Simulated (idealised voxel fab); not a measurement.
The name of this process module is voxel ribs on slabs.
Cross-section cut: width 295 nm, square cells of 5 nm.
The cross-sections in this document take the form of a grid made of square cells. They are written out as bands, in order from top to bottom. Each band consists of one or more rows of cells.
Heads up on the band format: heights come first, top then bottom, in nm. After that it's the materials left to right, each with its width in nm. A single material flagged "all across" fills the whole band edge to edge, and "empty" means there's empty space there.
Height reference: 0 = level under which incoming wafer is all one material. Lowest band: no bottom, runs on downward, e.g. "0 nm and below".
Per-row width for "30..40": begins at first number (top row of band), ends at second number (bottom row), increment between rows held constant.
Step note "no change occurred" = no cross-section cell changed.
For the entry "Encapsulated voids", the listed items are empty spaces with no open way to the top whose size is 8 cells or more; each item follows the pattern width x height at distance, where distance is from the left edge and all three are in nm.
It should be noted that, on the line of a given step, the content following the step's settings is a remark produced by the simulator itself with respect to that step.
When a step includes a mask, the "overlay nm" setting on its line states how far to the right of its planned place that mask lay, and negative values state how far to the left.
### The following list gives the planned process steps
1: RECEIVE (material Si)
2: DIRECTIONAL_DEP (material SiO2; thk nm 20)
3: DIRECTIONAL_DEP (material polySi; thk nm 25)
4: DIRECTIONAL_DEP (material aC; thk nm 10)
5: PATTERN (tone cover; mask id RIB; material resist; width nm 15; thk nm 30; overlay nm 0)
6: DIRECTIONAL_ETCH (etch materials aC; depth nm 10)
7: STRIP (etch materials resist)
8: DIRECTIONAL_ETCH (etch materials polySi; depth nm 15)
9: STRIP (etch materials aC)
10: DIRECTIONAL_DEP (material aC; thk nm 15)
11: PATTERN (tone cover; mask id SLAB; material resist; width nm 55; thk nm 35; overlay nm 0)
12: DIRECTIONAL_ETCH (etch materials aC; depth nm 15)
13: STRIP (etch materials resist)
14: DIRECTIONAL_ETCH (etch materials polySi; depth nm 10)
15: STRIP (etch materials aC)
16: FILL_DEP (material SiO2; thk nm 15)
17: CMP (height nm 55)
18: DIRECTIONAL_DEP (material TiN; thk nm 10)
19: PATTERN (tone cover; mask id HEATER; material resist; width nm 25; thk nm 20; overlay nm 0)
20: DIRECTIONAL_ETCH (etch materials TiN; depth nm 10)
21: STRIP (etch materials resist)
22: CONFORMAL_DEP (material SiO2; thk nm 5)
### So this is the incoming wafer in cross-section - it's already been through step 1
* 0 nm and below  Si all across
* Encapsulated voids: none
### Cross-section at module end, one run error; start and plan unchanged from above
* 70 nm to 65 nm  SiO2=140, empty=15, SiO2=140
* 65 nm to 60 nm  TiN=135, SiO2=5, empty=15, SiO2=5, TiN=135
* 60 nm to 55 nm  TiN=135, SiO2=25, TiN=135
* 55 nm to 45 nm  SiO2 all across
* 45 nm to 30 nm  SiO2=140, polySi=15, SiO2=140
* 30 nm to 20 nm  SiO2=120, polySi=55, SiO2=120
* 20 nm to 0 nm  SiO2 all across
* 0 nm and below  Si all across
* Encapsulated voids: none
Want to know what went wrong? heads up, step 19 didn't go per plan, it actually ran as PATTERN (tone open; mask id HEATER; material resist; width nm 25; thk nm 20; overlay nm 0)
